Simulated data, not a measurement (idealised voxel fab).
Process module heading - voxel transistor to metal
Cross-section cut spans 200 nm and uses square cells 5 nm in size.
A cross-section in this document is a grid of square cells, and it is written down as bands, the top band listed before the ones below it; a band is made up of one or more rows of cells. The entry gives the band's vertical extent as a top height and a bottom height in nm, then its horizontal make-up as materials from left to right, each with a width in nm. "blank" stands for empty space; a single material marked "everywhere" fills the band edge to edge. Height datum 0, below which the as-received substrate wafer is one material. Lowest band open at the bottom, running downward: "z 0 and below". Think of "30 to 40" as a width that walks from the first number to the second as you go down the band, top row to bottom row, taking equal-sized steps from row to row. Reading "nothing was modified" for a step: not a cell of the cross-section changed in it. Each empty space that has no open way to the top and spans at least 8 cells appears under "Enclosed void listing" as width x height at distance, the distance counted from the left edge, all in nm. On each step's line, the part that comes after the settings is the simulator's own comment on the step. overlay nm: mask right of planned place by this much (step with mask). Neg. = left.
Planned process steps:
1: RECEIVE,material Si
2: CONFORMAL_DEP,material SiO2,thk nm 5
3: CONFORMAL_DEP,material SiN,thk nm 15
4: DIRECTIONAL_DEP,material aC,thk nm 15
5: PATTERN,tone cover,mask id ACTIVE,material resist,width nm 125,thk nm 35,overlay nm 0
6: DIRECTIONAL_ETCH,etch materials aC,depth nm 15
7: STRIP,etch materials resist
8: DIRECTIONAL_ETCH,etch materials SiN,depth nm 15
9: DIRECTIONAL_ETCH,etch materials SiO2,depth nm 5
10: DIRECTIONAL_ETCH,etch materials Si,depth nm 25
11: STRIP,etch materials aC
12: OXIDIZE,depth nm 5
13: FILL_DEP,material SiO2,thk nm 5
14: CMP,height nm 20
15: SELECTIVE_ETCH,etch materials SiO2,depth nm 5
16: STRIP,etch materials SiN
17: SELECTIVE_ETCH,etch materials SiO2,depth nm 5
18: OXIDIZE,depth nm 5
19: DIRECTIONAL_DEP,material polySi,thk nm 30
20: DIRECTIONAL_DEP,material SiCN,thk nm 15
21: PATTERN,tone cover,mask id GATE,material resist,width nm 25,thk nm 15,overlay nm 0
22: DIRECTIONAL_ETCH,etch materials SiCN,depth nm 25
23: DIRECTIONAL_ETCH,etch materials polySi,depth nm 40
24: STRIP,etch materials resist
25: CONFORMAL_DEP,material SiO2,thk nm 5
26: DIRECTIONAL_ETCH,etch materials SiO2,depth nm 5
27: CONFORMAL_DEP,material SiN,thk nm 5
28: DIRECTIONAL_ETCH,etch materials SiN,depth nm 5
29: DIRECTIONAL_ETCH,etch materials SiO2,depth nm 5
30: DIRECTIONAL_ETCH,etch materials Si,depth nm 15
31: EPI,material SiGe,thk nm 20
32: FILL_DEP,material SiO2,thk nm 10
33: CMP,height nm 45
34: DIRECTIONAL_DEP,material SiO2,thk nm 15
35: MASKED_ETCH,tone open,mask id CONTACT,width nm 20,pitch nm 85,etch materials SiO2,depth nm 60,overlay nm 0
36: CONFORMAL_DEP,material TiN,thk nm 5
37: FILL_DEP,material Ru,thk nm 10
38: CMP,height nm 60
39: CONFORMAL_DEP,material SiCN,thk nm 5
40: DIRECTIONAL_DEP,material SiO2,thk nm 25
41: DIRECTIONAL_DEP,material aC,thk nm 15
42: PATTERN,tone open,mask id METAL_1,material resist,width nm 20,pitch nm 85,thk nm 30,overlay nm 0
43: DIRECTIONAL_ETCH,etch materials aC,depth nm 15
44: STRIP,etch materials resist
45: DIRECTIONAL_ETCH,etch materials SiO2,depth nm 25
46: DIRECTIONAL_ETCH,etch materials SiCN,depth nm 5
47: STRIP,etch materials aC
48: CONFORMAL_DEP,material TiN,thk nm 5
49: FILL_DEP,material Ru,thk nm 10
50: CMP,height nm 90
51: CONFORMAL_DEP,material SiCN,thk nm 5
Cross-section of the wafer upon arrival, representing the state reached after step 1:
z 0 and below | Si everywhere
Enclosed void listing: none
Cross-section, end of module. Start: as above. Plan: as above. Execution: one mistake:
z 95 to 90 | SiCN everywhere
z 90 to 65 | SiO2=45, TiN=5, Ru=10, TiN=5, SiO2=65, TiN=5, Ru=10, TiN=5, SiO2=50
z 65 to 60 | SiCN=45, TiN=20, SiCN=65, TiN=20, SiCN=50
z 60 to 45 | SiO2=40, TiN=5, Ru=20, TiN=5, SiO2=55, TiN=5, Ru=20, TiN=5, SiO2=45
z 45 to 30 | SiO2=40, TiN=5, Ru=20, TiN=5, SiO2=5, SiN=5, SiO2=5, SiCN=25, SiO2=5, SiN=5, SiO2=5, TiN=5, Ru=20, TiN=5, SiO2=45
z 30 to 20 | SiO2=40, TiN=5, Ru=20, TiN=5, SiO2=5, SiN=5, SiO2=5, polySi=25, SiO2=5, SiN=5, SiO2=5, TiN=5, Ru=20, TiN=5, SiO2=45
z 20 to 15 | SiO2=40, TiN=5, Ru=5, TiN=20, SiO2=5, SiN=5, SiO2=5, polySi=25, SiO2=5, SiN=5, SiO2=5, TiN=20, Ru=5, TiN=5, SiO2=45
z 15 to 10 | SiO2=40, TiN=5, Ru=5, TiN=5, SiGe=20, SiN=5, SiO2=5, polySi=25, SiO2=5, SiN=5, SiGe=20, TiN=5, Ru=5, TiN=5, SiO2=45
z 10 to 5 | SiO2=35, SiN=5, TiN=5, Ru=5, TiN=5, SiGe=20, SiN=5, SiO2=5, polySi=25, SiO2=5, SiN=5, SiGe=20, TiN=5, Ru=5, TiN=5, SiN=5, SiO2=40
z 5 to 0 | SiO2=35, SiN=5, TiN=15, SiGe=20, SiN=5, SiO2=5, polySi=25, SiO2=5, SiN=5, SiGe=20, TiN=15, SiN=5, SiO2=40
z 0 to -5 | SiO2=40, SiGe=35, SiO2=45, SiGe=35, SiO2=45
z -5 to -20 | SiO2=40, SiGe=35, Si=45, SiGe=35, SiO2=45
z -20 to -30 | SiO2=40, Si=115, SiO2=45
z -30 and below | Si everywhere
Enclosed void listing: none
Heads up, the wafer didn't run the way we planned it: off-plan run, step 35, actual operation and settings MASKED_ETCH,tone open,mask id CONTACT,width nm 30,pitch nm 85,etch materials SiO2,depth nm 60,overlay nm 0
